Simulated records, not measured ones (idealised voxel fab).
Process module under the name voxel fin reveal
This is section cut - it's 285 nm across, gridded in 5 nm square cells.
A cross-section is written here as square cells arranged in a grid, and it is given in bands from the top down, each band taking up one or more rows of cells.
Band: top and bottom heights (nm) first, top before bottom; then materials from left to right, widths in nm. "full width" marks a sole material filling the band edge to edge. "air" denotes empty space.
Beneath 0, the wafer as received is one material, and that level is where height counting begins. The lowest band goes on downward without a bottom; it is written like "z 0 and below".
Width "30->40": first value at the band's top row of cells, second value at its bottom row, equal change from row to row.
"nothing changed" (step): cross-section cells unchanged, all of them.
Listed in "Enclosed void list": every empty space of 8 or more cells without an open way to the top. Form: width x height at distance, the distance being from the left edge, all in nm.
Heads up: the bit after the settings on a step's line is the simulator's remark on that step.
overlay nm: where the mask lay relative to plan, measured to the right, on steps with a mask; negatives go left.
### The following list gives the planned process steps
step 1: RECEIVE | material Si
step 2: CONFORMAL_DEP | material SiN | thk nm 5
step 3: MASKED_ETCH | tone cover | mask id FINS | width nm 15 | pitch nm 35 | etch materials SiN | depth nm 10 | overlay nm 0
step 4: MASKED_ETCH | tone cover | mask id FINS | width nm 15 | pitch nm 35 | etch materials Si | depth nm 30 | overlay nm 0
step 5: OXIDIZE | depth nm 5
step 6: FILL_DEP | material SiO2 | thk nm 15
step 7: CMP | height nm 10
step 8: SELECTIVE_ETCH | etch materials SiO2 | depth nm 30
step 9: STRIP | etch materials SiN
Variable across wafers: step 2 thk nm (plan value is that of the first wafer; starting state common to all).
### So this is the first of several wafers, cross-sectioned as it came to us, meaning it's at the end of step 1
> z 0 and below  Si full width
> Enclosed void list: none
### The figure below presents a cross-section of the first of several wafers at the conclusion of the module, following its last step, step 9
> z 0 to -20  120 air / 5 Si / 30 air / 5 Si / 125 air
> z -20 to -35  120 SiO2 / 5 Si / 30 SiO2 / 5 Si / 125 SiO2
> z -35 and below  Si full width
> Enclosed void list: none
### Last wafer x-sec, end of module
> z 0 and below  Si full width
> Enclosed void list: none
### Heads up, this table goes wafer by wafer. A row tells you, at the end of the module, how many cells of each material that wafer has put on (+) or dropped (-) since it was received, and then its closed voids
thk nm 5, -385 Si, +165 SiO2, Enclosed void list: none
thk nm 10, -385 Si, +165 SiO2, Enclosed void list: none
thk nm 15, no modification to any cross-section cell, Enclosed void list: none
thk nm 20, no modification to any cross-section cell, Enclosed void list: none
thk nm 25, no modification to any cross-section cell, Enclosed void list: none
